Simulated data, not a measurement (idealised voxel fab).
Herein follows the process module entitled voxel spacer lines.
Pictured: cross-section cut, 155 nm wide, on a grid of 5 nm square cells.
This document writes a cross-section as a grid whose cells are square, and gives it as bands, listed from the top down; one or more rows of cells form a band.
Each band's line starts with the height of the band's top and of its bottom, in nm. Then come its materials from left to right, each with its width in nm. One material with "throughout" fills the band from edge to edge. "empty" is empty space.
Heights are measured from 0, the level below which the as-received wafer is all one material; the lowest band has no bottom and continues downward, written as in "0 and below".
Width: "30->40" (first number = top row, second number = bottom row, same change from row to row of cells).
"nothing was modified" -> step changed no cross-section cell.
Any empty space of 8 cells or more lacking an open way to the top shows up in "Fully enclosed voids" as width x height at distance, distance from the left edge, in nm.
Text after the settings on a step's line: the simulator's own remark on that step.
overlay nm: right-of-plan distance of the mask on a masked step; negative values mean left-of-plan.
# Process steps (planned)
1. RECEIVE (material Si)
2. CONFORMAL_DEP (material Al2O3; thk nm 5)
3. DIRECTIONAL_DEP (material W; thk nm 20)
4. DIRECTIONAL_DEP (material polySi; thk nm 25)
5. PATTERN (tone cover; mask id MANDREL; material resist; width nm 15; pitch nm 50; thk nm 30; overlay nm 0)
6. DIRECTIONAL_ETCH (etch materials polySi; depth nm 25)
7. STRIP (etch materials resist)
8. CONFORMAL_DEP (material SiO2; thk nm 10)
9. DIRECTIONAL_ETCH (etch materials SiO2; depth nm 10)
10. STRIP (etch materials polySi)
11. DIRECTIONAL_ETCH (etch materials W; depth nm 20)
12. STRIP (etch materials SiO2)
13. FILL_DEP (material SiO2; thk nm 5)
14. CMP (height nm 25)
The wafers are alike at the start. At step 5, their width nm differs. The plan lists the first wafer's value.
# Cross-section of the first of several received wafers, showing its state after step 1
    0 and below: Si throughout
    Fully enclosed voids: none
# first wafer at the end, after step 14
    25 down to 5: 10 of SiO2  10 of W  15 of SiO2  10 of W  15 of SiO2  10 of W  15 of SiO2  10 of W  15 of SiO2  10 of W  15 of SiO2  10 of W  10 of SiO2
    5 down to 0: Al2O3 throughout
    0 and below: Si throughout
    Fully enclosed voids: none
# Cross-section, module end, final of several wafers
    25 down to 5: 5 of SiO2  10 of W  25 of SiO2  10 of W  5 of SiO2  10 of W  25 of SiO2  10 of W  5 of SiO2  10 of W  25 of SiO2  10 of W  5 of SiO2
    5 down to 0: Al2O3 throughout
    0 and below: Si throughout
    Fully enclosed voids: none
# Quick key for the table: a row per wafer, taken at the end of the module. For each material it tells you how many cells the wafer gained (+) or lost (-) since it came in, and the closed voids come after
width nm 15 | +31 Al2O3 | +76 SiO2 | +48 W | Fully enclosed voids: none
width nm 20 | +31 Al2O3 | +76 SiO2 | +48 W | Fully enclosed voids: none
width nm 25 | +31 Al2O3 | +76 SiO2 | +48 W | Fully enclosed voids: none
